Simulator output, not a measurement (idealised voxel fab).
process module | voxel ribs on slabs
cross-section cut | 235 nm wide | cells 5 nm
A cross-section is a grid of square cells, given in bands from the top down. A band is one or more rows of cells.
Each band's line starts with the height of the band's top and of its bottom, in nm. Then come its materials from left to right, each with its width in nm. One material with "throughout" fills the band from edge to edge. "air" is empty space.
Height 0 is the level under which the wafer as received is all one material. The lowest band goes on downwards, as in "0 down".
A width such as "30 to 40" changes by the same amount from each row of cells to the next, from the band's top row to its bottom row.
"no change" after a step means that no cell of the cross-section changed.
closed voids: empty space of 8 cells or more with no open way to the top, each as width x height at its distance from the left edge, in nm
after a step's settings: what the simulator itself notes on the step
overlay nm, on a step with a mask: how far to the right of its planned place the mask lay; to the left if negative
plan
1 op RECEIVE | material Si
2 op DIRECTIONAL_DEP | material SiO2 | thk nm 25
3 op DIRECTIONAL_DEP | material polySi | thk nm 25
4 op DIRECTIONAL_DEP | material aC | thk nm 15
5 op PATTERN | tone cover | mask id RIB | material resist | width nm 20 | thk nm 30 | overlay nm 0
6 op DIRECTIONAL_ETCH | etch materials aC | depth nm 15
7 op STRIP | etch materials resist
8 op DIRECTIONAL_ETCH | etch materials polySi | depth nm 15
9 op STRIP | etch materials aC
10 op PATTERN | tone cover | mask id SLAB | material resist | width nm 60 | thk nm 20 | overlay nm 0
11 op DIRECTIONAL_ETCH | etch materials polySi | depth nm 10
12 op STRIP | etch materials resist
13 op FILL_DEP | material SiO2 | thk nm 20
14 op CMP | height nm 65
15 op DIRECTIONAL_DEP | material W | thk nm 10
16 op MASKED_ETCH | tone cover | mask id HEATER | width nm 20 | etch materials W | depth nm 10 | overlay nm 0
17 op CONFORMAL_DEP | material SiN | thk nm 10
varied across the wafers: width nm of step 16. The plan shows the first wafer's value. All wafers start alike
first wafer as received, after step 1
  0 down: Si throughout
  closed voids: none
each wafer at the end: cells of each material gained (+) or lost (-) since it was received, then its closed voids
width nm 20 | +102 SiN | +575 SiO2 | +8 W | +36 polySi | closed voids: none
width nm 25 | +102 SiN | +575 SiO2 | +10 W | +36 polySi | closed voids: none
width nm 30 | +102 SiN | +575 SiO2 | +12 W | +36 polySi | closed voids: none
width nm 35 | +102 SiN | +575 SiO2 | +14 W | +36 polySi | closed voids: none
width nm 40 | +102 SiN | +575 SiO2 | +16 W | +36 polySi | closed voids: none
width nm 45 | +102 SiN | +575 SiO2 | +18 W | +36 polySi | closed voids: none
